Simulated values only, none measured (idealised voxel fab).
Process module heading - voxel self aligned contacts
Pictured: cross-section cut, 215 nm wide, on a grid of 5 nm square cells.
Just so we're on the same page, the cross-sections are grids of square cells, and they're listed out in bands top to bottom, each band one or more rows deep. The band entry comprises the height of the band's top followed by the height of its bottom, expressed in nm, and subsequently the band's materials from left to right, each stated together with its width in nm. Where a single material is marked with the word "throughout", that material fills the band from edge to edge. The word "blank" represents empty space. Measure heights from 0. That's the level where, below it, the as-received wafer is all one material. The lowest band is bottomless and extends downward; write it as in "0 and below". When a width is written as two numbers, as in "30..40", the first number is the width in the top row of cells of the band and the second is the width in its bottom row, and the width changes by the same amount from each row to the next. "remains unaltered" (step): cross-section cells unchanged, all of them. Entry "Closed void roster" = empty spaces >= 8 cells with no open way to the top; each as width x height at distance, distance from left edge, all nm. Post-settings text on a step line: simulator's own remark regarding the step. A step line may carry the setting "overlay nm", which, for steps involving a mask, states the distance by which the mask lay to the right of its intended position; negative values denote displacement to the left.

### Intended process steps
1) RECEIVE,material Si
2) OXIDIZE,depth nm 5
3) DIRECTIONAL_DEP,material polySi,thk nm 25
4) DIRECTIONAL_DEP,material SiN,thk nm 15
5) PATTERN,tone cover,mask id GATE,material resist,width nm 35,pitch nm 65,thk nm 20,overlay nm 0
6) DIRECTIONAL_ETCH,etch materials SiN,depth nm 15
7) DIRECTIONAL_ETCH,etch materials polySi,depth nm 25
8) STRIP,etch materials resist
9) CONFORMAL_DEP,material SiN,thk nm 5
10) DIRECTIONAL_ETCH,etch materials SiN,depth nm 5
11) FILL_DEP,material SiO2,thk nm 15
12) CMP,height nm 45
13) MASKED_ETCH,tone open,mask id CONTACT,width nm 40,etch materials SiO2,depth nm 50,overlay nm 0
14) CONFORMAL_DEP,material TiN,thk nm 5
15) FILL_DEP,material Ru,thk nm 10
16) CMP,height nm 45
17) CONFORMAL_DEP,material SiCN,thk nm 5

### The first wafer of two, processed as planned

### So this is the incoming wafer in cross-section - it's already been through step 1
    0 and below | Si throughout
    Closed void roster: none

### Once step 2 is through, the wafer looks like this in cross-section
    0 down to -5 | SiO2 throughout
    Unchanged below -5.

### Once step 3 is through, the wafer looks like this in cross-section
    25 down to 0 | polySi throughout
    Unchanged below 0.

### Once step 4 is through, the wafer looks like this in cross-section
    40 down to 25 | SiN throughout
    Unchanged below 25.

### Once step 5 is through, the wafer looks like this in cross-section
    60 down to 40 | blank: 55, resist: 35, blank: 30, resist: 35, blank: 60
    Unchanged below 40.

### Once step 6 is through, the wafer looks like this in cross-section
    60 down to 40 | blank: 55, resist: 35, blank: 30, resist: 35, blank: 60
    40 down to 25 | blank: 55, SiN: 35, blank: 30, SiN: 35, blank: 60
    Unchanged below 25.

### Once step 7 is through, the wafer looks like this in cross-section
    60 down to 40 | blank: 55, resist: 35, blank: 30, resist: 35, blank: 60
    40 down to 25 | blank: 55, SiN: 35, blank: 30, SiN: 35, blank: 60
    25 down to 0 | blank: 55, polySi: 35, blank: 30, polySi: 35, blank: 60
    Unchanged below 0.

### Once step 8 is through, the wafer looks like this in cross-section
    40 down to 25 | blank: 55, SiN: 35, blank: 30, SiN: 35, blank: 60
    Unchanged below 25.

### Once step 9 is through, the wafer looks like this in cross-section
    45 down to 25 | blank: 50, SiN: 45, blank: 20, SiN: 45, blank: 55
    25 down to 5 | blank: 50, SiN: 5, polySi: 35, SiN: 5, blank: 20, SiN: 5, polySi: 35, SiN: 5, blank: 55
    5 down to 0 | SiN: 55, polySi: 35, SiN: 30, polySi: 35, SiN: 60
    Unchanged below 0.

### Once step 10 is through, the wafer looks like this in cross-section
    40 down to 25 | blank: 50, SiN: 45, blank: 20, SiN: 45, blank: 55
    25 down to 0 | blank: 50, SiN: 5, polySi: 35, SiN: 5, blank: 20, SiN: 5, polySi: 35, SiN: 5, blank: 55
    Unchanged below 0.

### Once step 11 is through, the wafer looks like this in cross-section
    55 down to 40 | SiO2 throughout
    40 down to 25 | SiO2: 50, SiN: 45, SiO2: 20, SiN: 45, SiO2: 55
    25 down to 0 | SiO2: 50, SiN: 5, polySi: 35, SiN: 5, SiO2: 20, SiN: 5, polySi: 35, SiN: 5, SiO2: 55
    Unchanged below 0.

### Once step 12 is through, the wafer looks like this in cross-section
    45 down to 40 | SiO2 throughout
    Unchanged below 40.

### Once step 13 is through, the wafer looks like this in cross-section
    45 down to 40 | SiO2: 85, blank: 40, SiO2: 90
    40 down to 25 | SiO2: 50, SiN: 45, blank: 20, SiN: 45, SiO2: 55
    25 down to 0 | SiO2: 50, SiN: 5, polySi: 35, SiN: 5, blank: 20, SiN: 5, polySi: 35, SiN: 5, SiO2: 55
    0 down to -5 | SiO2: 95, blank: 20, SiO2: 100
    Unchanged below -5.

### Once step 14 is through, the wafer looks like this in cross-section
    50 down to 45 | TiN: 90, blank: 30, TiN: 95
    45 down to 40 | SiO2: 85, TiN: 15, blank: 10, TiN: 15, SiO2: 90
    40 down to 25 | SiO2: 50, SiN: 45, TiN: 5, blank: 10, TiN: 5, SiN: 45, SiO2: 55
    25 down to 0 | SiO2: 50, SiN: 5, polySi: 35, SiN: 5, TiN: 5, blank: 10, TiN: 5, SiN: 5, polySi: 35, SiN: 5, SiO2: 55
    0 down to -5 | SiO2: 95, TiN: 20, SiO2: 100
    Unchanged below -5.

### Once step 15 is through, the wafer looks like this in cross-section
    60 down to 50 | Ru throughout
    50 down to 45 | TiN: 90, Ru: 30, TiN: 95
    45 down to 40 | SiO2: 85, TiN: 15, Ru: 10, TiN: 15, SiO2: 90
    40 down to 25 | SiO2: 50, SiN: 45, TiN: 5, Ru: 10, TiN: 5, SiN: 45, SiO2: 55
    25 down to 0 | SiO2: 50, SiN: 5, polySi: 35, SiN: 5, TiN: 5, Ru: 10, TiN: 5, SiN: 5, polySi: 35, SiN: 5, SiO2: 55
    Unchanged below 0.

### Once step 16 is through, the wafer looks like this in cross-section
    45 down to 40 | SiO2: 85, TiN: 15, Ru: 10, TiN: 15, SiO2: 90
    Unchanged below 40.

### Once step 17 is through, the wafer looks like this in cross-section
    50 down to 45 | SiCN throughout
    Unchanged below 45.

### Second wafer, same starting state and plan as the first, one mistake in the run, identical through step 4

### Cross-section of the second wafer at the time step 5 of the plan should have ended
    60 down to 40 | blank: 45, resist: 35, blank: 30, resist: 35, blank: 70
    Unchanged below 40.

### Cross-section of the second wafer at the time step 6 of the plan should have ended
    60 down to 40 | blank: 45, resist: 35, blank: 30, resist: 35, blank: 70
    40 down to 25 | blank: 45, SiN: 35, blank: 30, SiN: 35, blank: 70
    Unchanged below 25.

### Cross-section of the second wafer at the time step 7 of the plan should have ended
    60 down to 40 | blank: 45, resist: 35, blank: 30, resist: 35, blank: 70
    40 down to 25 | blank: 45, SiN: 35, blank: 30, SiN: 35, blank: 70
    25 down to 0 | blank: 45, polySi: 35, blank: 30, polySi: 35, blank: 70
    Unchanged below 0.

### Cross-section of the second wafer at the time step 8 of the plan should have ended
    40 down to 25 | blank: 45, SiN: 35, blank: 30, SiN: 35, blank: 70
    Unchanged below 25.

### Cross-section of the second wafer at the time step 9 of the plan should have ended
    45 down to 25 | blank: 40, SiN: 45, blank: 20, SiN: 45, blank: 65
    25 down to 5 | blank: 40, SiN: 5, polySi: 35, SiN: 5, blank: 20, SiN: 5, polySi: 35, SiN: 5, blank: 65
    5 down to 0 | SiN: 45, polySi: 35, SiN: 30, polySi: 35, SiN: 70
    Unchanged below 0.

### Cross-section of the second wafer at the time step 10 of the plan should have ended
    40 down to 25 | blank: 40, SiN: 45, blank: 20, SiN: 45, blank: 65
    25 down to 0 | blank: 40, SiN: 5, polySi: 35, SiN: 5, blank: 20, SiN: 5, polySi: 35, SiN: 5, blank: 65
    Unchanged below 0.

### Cross-section of the second wafer at the time step 11 of the plan should have ended
    55 down to 40 | SiO2 throughout
    40 down to 25 | SiO2: 40, SiN: 45, SiO2: 20, SiN: 45, SiO2: 65
    25 down to 0 | SiO2: 40, SiN: 5, polySi: 35, SiN: 5, SiO2: 20, SiN: 5, polySi: 35, SiN: 5, SiO2: 65
    Unchanged below 0.

### Cross-section of the second wafer at the time step 12 of the plan should have ended
    45 down to 40 | SiO2 throughout
    Unchanged below 40.

### Cross-section of the second wafer at the time step 13 of the plan should have ended
    45 down to 40 | SiO2: 85, blank: 40, SiO2: 90
    40 down to 25 | SiO2: 40, SiN: 45, blank: 20, SiN: 45, SiO2: 65
    25 down to 0 | SiO2: 40, SiN: 5, polySi: 35, SiN: 5, blank: 20, SiN: 5, polySi: 35, SiN: 5, SiO2: 65
    0 down to -5 | SiO2: 85, blank: 20, SiO2: 110
    Unchanged below -5.

### Cross-section of the second wafer at the time step 14 of the plan should have ended
    50 down to 45 | TiN: 90, blank: 30, TiN: 95
    45 down to 40 | SiO2: 85, TiN: 5, blank: 10, TiN: 25, SiO2: 90
    40 down to 25 | SiO2: 40, SiN: 45, TiN: 5, blank: 10, TiN: 5, SiN: 45, SiO2: 65
    25 down to 0 | SiO2: 40, SiN: 5, polySi: 35, SiN: 5, TiN: 5, blank: 10, TiN: 5, SiN: 5, polySi: 35, SiN: 5, SiO2: 65
    0 down to -5 | SiO2: 85, TiN: 20, SiO2: 110
    Unchanged below -5.

### Cross-section of the second wafer at the time step 15 of the plan should have ended
    60 down to 50 | Ru throughout
    50 down to 45 | TiN: 90, Ru: 30, TiN: 95
    45 down to 40 | SiO2: 85, TiN: 5, Ru: 10, TiN: 25, SiO2: 90
    40 down to 25 | SiO2: 40, SiN: 45, TiN: 5, Ru: 10, TiN: 5, SiN: 45, SiO2: 65
    25 down to 0 | SiO2: 40, SiN: 5, polySi: 35, SiN: 5, TiN: 5, Ru: 10, TiN: 5, SiN: 5, polySi: 35, SiN: 5, SiO2: 65
    Unchanged below 0.

### Cross-section of the second wafer at the time step 16 of the plan should have ended
    45 down to 40 | SiO2: 85, TiN: 5, Ru: 10, TiN: 25, SiO2: 90
    Unchanged below 40.

### Cross-section of the second wafer at the time step 17 of the plan should have ended
    50 down to 45 | SiCN throughout
    Unchanged below 45.
what went wrong: step 5: run off-plan, actual operation and settings PATTERN,tone cover,mask id GATE,material resist,width nm 35,pitch nm 65,thk nm 20,overlay nm -10
The concluding comparison shows that, measured in cells, each material is equally abundant on both wafers, albeit at different positions.
